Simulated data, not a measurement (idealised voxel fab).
process module | voxel double patterning
cross-section cut | 160 nm wide | cells 5 nm
A cross-section is a grid of square cells, given in bands from the top down. A band is one or more rows of cells.
Each band's line starts with the height of the band's top and of its bottom, in nm. Then come its materials from left to right, each with its width in nm. One material with "throughout" fills the band from edge to edge. "air" is empty space.
Height 0 is the level under which the wafer as received is all one material. The lowest band goes on downwards, as in "0 down".
A width such as "30 to 40" changes by the same amount from each row of cells to the next, from the band's top row to its bottom row.
"no change" after a step means that no cell of the cross-section changed.
closed voids: empty space of 8 cells or more with no open way to the top, each as width x height at its distance from the left edge, in nm
after a step's settings: what the simulator itself notes on the step
overlay nm, on a step with a mask: how far to the right of its planned place the mask lay; to the left if negative
plan
1 op RECEIVE | material Si
2 op CONFORMAL_DEP | material SiO2 | thk nm 10
3 op DIRECTIONAL_DEP | material W | thk nm 20
4 op DIRECTIONAL_DEP | material SiCN | thk nm 5
5 op MASKED_ETCH | tone open | mask id FIRST | width nm 15 | pitch nm 50 | etch materials SiCN | depth nm 5 | overlay nm 0
6 op MASKED_ETCH | tone open | mask id SECOND | width nm 15 | pitch nm 50 | etch materials SiCN | depth nm 5 | overlay nm 0
7 op DIRECTIONAL_ETCH | etch materials W | depth nm 20
8 op STRIP | etch materials SiCN
as received, after step 1
  0 down: Si throughout
  closed voids: none
first wafer at the end, as planned
  30 to 10: W 20 | air 15 | W 10 | air 15 | W 10 | air 15 | W 10 | air 15 | W 10 | air 15 | W 25
  10 to 0: SiO2 throughout
  0 down: Si throughout
  closed voids: none
second wafer at the end: like start, like plan, one mistake
  30 to 10: air 20 | W 15 | air 35 | W 15 | air 35 | W 15 | air 25
  10 to 0: SiO2 throughout
  0 down: Si throughout
  closed voids: none
what went wrong: step 5 ran as: op MASKED_ETCH | tone cover | mask id FIRST | width nm 15 | pitch nm 50 | etch materials SiCN | depth nm 5 | overlay nm 0
at the end the second wafer has, in cells: 32 fewer of W
